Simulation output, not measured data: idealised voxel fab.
process module | voxel local oxidation
cross-section cut | 255 nm wide | cells 5 nm
A cross-section is a grid of square cells, given in bands from the top down. A band is one or more rows of cells.
Each band's line starts with the height of the band's top and of its bottom, in nm. Then come its materials from left to right, each with its width in nm. One material with "throughout" fills the band from edge to edge. "air" is empty space.
Height 0 is the level under which the wafer as received is all one material. The lowest band goes on downwards, as in "0 down".
A width such as "30 to 40" changes by the same amount from each row of cells to the next, from the band's top row to its bottom row.
"no change" after a step means that no cell of the cross-section changed.
closed voids: empty space of 8 cells or more with no open way to the top, each as width x height at its distance from the left edge, in nm
after a step's settings: what the simulator itself notes on the step
overlay nm, on a step with a mask: how far to the right of its planned place the mask lay; to the left if negative
Each pair below shows a cross-section before one step and the cross-section after it, down to the lowest band that changed. The line under each pair gives the step between them, with its settings. The pairs can come from different runs of this module on the same starting wafer, so a pair continues from the pair above only where its "before" says so.
before
  0 down: Si throughout
  closed voids: none
after
  0 to -5: SiO2 throughout
  below -5: unchanged
  closed voids: none
the step between: op OXIDIZE | depth nm 5
before: the cross-section after the pair above
after
  10 to 0: SiN throughout
  below 0: unchanged
  closed voids: none
the step between: op CONFORMAL_DEP | material SiN | thk nm 10
before: the cross-section after the pair above
after
  30 to 10: air 75 | resist 105 | air 75
  below 10: unchanged
  closed voids: none
the step between: op PATTERN | tone cover | mask id ACTIVE | material resist | width nm 105 | thk nm 20 | overlay nm 0
before: the cross-section after the pair above
after
  30 to 10: air 75 | resist 105 | air 75
  10 to 0: air 75 | SiN 105 | air 75
  below 0: unchanged
  closed voids: none
the step between: op DIRECTIONAL_ETCH | etch materials SiN | depth nm 10
before: the cross-section after the pair above
after
  10 to 0: air 75 | SiN 105 | air 75
  below 0: unchanged
  closed voids: none
the step between: op STRIP | etch materials resist
before: the cross-section after the pair above
after
  10 to 0: air 75 | SiN 105 | air 75
  0 to -5: air 80 | SiO2 95 | air 80
  below -5: unchanged
  closed voids: none
the step between: op SELECTIVE_ETCH | etch materials SiO2 | depth nm 5
before: the cross-section after the pair above
after
  10 to 0: air 75 | SiN 105 | air 75
  0 to -5: air 80 | SiO2 95 | air 80
  -5 to -15: SiO2 90 | Si 75 | SiO2 90
  below -15: unchanged
  closed voids: none
the step between: op OXIDIZE | depth nm 10
before: the cross-section after the pair above
after
  0 to -5: air 80 | SiO2 95 | air 80
  below -5: unchanged
  closed voids: none
the step between: op STRIP | etch materials SiN
before
  10 to 0: air 75 | SiN 105 | air 75
  0 to -5: air 80 | SiO2 95 | air 80
  -5 down: Si throughout
  closed voids: none
after
  0 to -5: air 80 | SiO2 95 | air 80
  below -5: unchanged
  closed voids: none
the step between: op STRIP | etch materials SiN
before: the cross-section after the pair above
after
  0 to -5: air 80 | SiO2 95 | air 80
  -5 to -15: SiO2 90 | Si 75 | SiO2 90
  below -15: unchanged
  closed voids: none
the step between: op OXIDIZE | depth nm 10
before
  0 down: Si throughout
  closed voids: none
after
  0 to -10: SiO2 throughout
  below -10: unchanged
  closed voids: none
the step between: op OXIDIZE | depth nm 10
before: the cross-section after the pair above
after
  10 to 0: SiN throughout
  below 0: unchanged
  closed voids: none
the step between: op CONFORMAL_DEP | material SiN | thk nm 10
before: the cross-section after the pair above
after
  30 to 10: air 75 | resist 105 | air 75
  below 10: unchanged
  closed voids: none
the step between: op PATTERN | tone cover | mask id ACTIVE | material resist | width nm 105 | thk nm 20 | overlay nm 0
before: the cross-section after the pair above
after
  30 to 10: air 75 | resist 105 | air 75
  10 to 0: air 75 | SiN 105 | air 75
  below 0: unchanged
  closed voids: none
the step between: op DIRECTIONAL_ETCH | etch materials SiN | depth nm 10
before: the cross-section after the pair above
after
  10 to 0: air 75 | SiN 105 | air 75
  below 0: unchanged
  closed voids: none
the step between: op STRIP | etch materials resist
before: the cross-section after the pair above
after
  10 to 0: air 75 | SiN 105 | air 75
  0 to -5: air 80 | SiO2 95 | air 80
  below -5: unchanged
  closed voids: none
the step between: op SELECTIVE_ETCH | etch materials SiO2 | depth nm 5
before: the cross-section after the pair above
after
  0 to -5: air 80 | SiO2 95 | air 80
  below -5: unchanged
  closed voids: none
the step between: op STRIP | etch materials SiN
before
  10 to 0: SiN throughout
  0 to -5: SiO2 throughout
  -5 down: Si throughout
  closed voids: none
after
  30 to 10: air 80 | resist 100 | air 75
  below 10: unchanged
  closed voids: none
the step between: op PATTERN | tone cover | mask id ACTIVE | material resist | width nm 100 | thk nm 20 | overlay nm 0
before: the cross-section after the pair above
after
  30 to 10: air 80 | resist 100 | air 75
  10 to 0: air 80 | SiN 100 | air 75
  below 0: unchanged
  closed voids: none
the step between: op DIRECTIONAL_ETCH | etch materials SiN | depth nm 10
before: the cross-section after the pair above
after
  10 to 0: air 80 | SiN 100 | air 75
  below 0: unchanged
  closed voids: none
the step between: op STRIP | etch materials resist
before: the cross-section after the pair above
after
  10 to 0: air 80 | SiN 100 | air 75
  0 to -5: air 85 | SiO2 90 | air 80
  below -5: unchanged
  closed voids: none
the step between: op SELECTIVE_ETCH | etch materials SiO2 | depth nm 5
before: the cross-section after the pair above
after
  10 to 0: air 80 | SiN 100 | air 75
  0 to -5: air 85 | SiO2 90 | air 80
  -5 to -15: SiO2 95 | Si 70 | SiO2 90
  below -15: unchanged
  closed voids: none
the step between: op OXIDIZE | depth nm 10
before: the cross-section after the pair above
after
  0 to -5: air 85 | SiO2 90 | air 80
  below -5: unchanged
  closed voids: none
the step between: op STRIP | etch materials SiN
before
  10 to 0: SiN throughout
  0 to -5: SiO2 throughout
  -5 down: Si throughout
  closed voids: none
after
  30 to 10: air 65 | resist 105 | air 85
  below 10: unchanged
  closed voids: none
the step between: op PATTERN | tone cover | mask id ACTIVE | material resist | width nm 105 | thk nm 20 | overlay nm -10
before: the cross-section after the pair above
after
  30 to 10: air 65 | resist 105 | air 85
  10 to 0: air 65 | SiN 105 | air 85
  below 0: unchanged
  closed voids: none
the step between: op DIRECTIONAL_ETCH | etch materials SiN | depth nm 10
before: the cross-section after the pair above
after
  10 to 0: air 65 | SiN 105 | air 85
  below 0: unchanged
  closed voids: none
the step between: op STRIP | etch materials resist
before: the cross-section after the pair above
after
  10 to 0: air 65 | SiN 105 | air 85
  0 to -5: air 70 | SiO2 95 | air 90
  below -5: unchanged
  closed voids: none
the step between: op SELECTIVE_ETCH | etch materials SiO2 | depth nm 5
before: the cross-section after the pair above
after
  10 to 0: air 65 | SiN 105 | air 85
  0 to -5: air 70 | SiO2 95 | air 90
  -5 to -15: SiO2 80 | Si 75 | SiO2 100
  below -15: unchanged
  closed voids: none
the step between: op OXIDIZE | depth nm 10
before: the cross-section after the pair above
after
  0 to -5: air 70 | SiO2 95 | air 90
  below -5: unchanged
  closed voids: none
the step between: op STRIP | etch materials SiN
before
  0 to -5: SiO2 throughout
  -5 down: Si throughout
  closed voids: none
after
  10 to -5: SiO2 throughout
  below -5: unchanged
  closed voids: none
the step between: op CONFORMAL_DEP | material SiO2 | thk nm 10
before: the cross-section after the pair above
after
  30 to 10: air 75 | resist 105 | air 75
  below 10: unchanged
  closed voids: none
the step between: op PATTERN | tone cover | mask id ACTIVE | material resist | width nm 105 | thk nm 20 | overlay nm 0
before: the cross-section after the pair above
after
  10 to -5: SiO2 throughout
  below -5: unchanged
  closed voids: none
the step between: op STRIP | etch materials resist
before: the cross-section after the pair above
after
  5 to -5: SiO2 throughout
  below -5: unchanged
  closed voids: none
the step between: op SELECTIVE_ETCH | etch materials SiO2 | depth nm 5
before
  10 to 0: SiN throughout
  0 to -5: SiO2 throughout
  -5 down: Si throughout
  closed voids: none
after
  30 to 10: resist 75 | air 105 | resist 75
  below 10: unchanged
  closed voids: none
the step between: op PATTERN | tone open | mask id ACTIVE | material resist | width nm 105 | thk nm 20 | overlay nm 0
before: the cross-section after the pair above
after
  30 to 10: resist 75 | air 105 | resist 75
  10 to 0: SiN 75 | air 105 | SiN 75
  below 0: unchanged
  closed voids: none
the step between: op DIRECTIONAL_ETCH | etch materials SiN | depth nm 10
before: the cross-section after the pair above
after
  10 to 0: SiN 75 | air 105 | SiN 75
  below 0: unchanged
  closed voids: none
the step between: op STRIP | etch materials resist
before: the cross-section after the pair above
after
  10 to 0: SiN 75 | air 105 | SiN 75
  0 to -5: SiO2 70 | air 115 | SiO2 70
  below -5: unchanged
  closed voids: none
the step between: op SELECTIVE_ETCH | etch materials SiO2 | depth nm 5
before: the cross-section after the pair above
after
  10 to 0: SiN 75 | air 105 | SiN 75
  0 to -5: SiO2 70 | air 115 | SiO2 70
  -5 to -15: Si 60 | SiO2 135 | Si 60
  below -15: unchanged
  closed voids: none
the step between: op OXIDIZE | depth nm 10
before: the cross-section after the pair above
after
  0 to -5: SiO2 70 | air 115 | SiO2 70
  below -5: unchanged
  closed voids: none
the step between: op STRIP | etch materials SiN
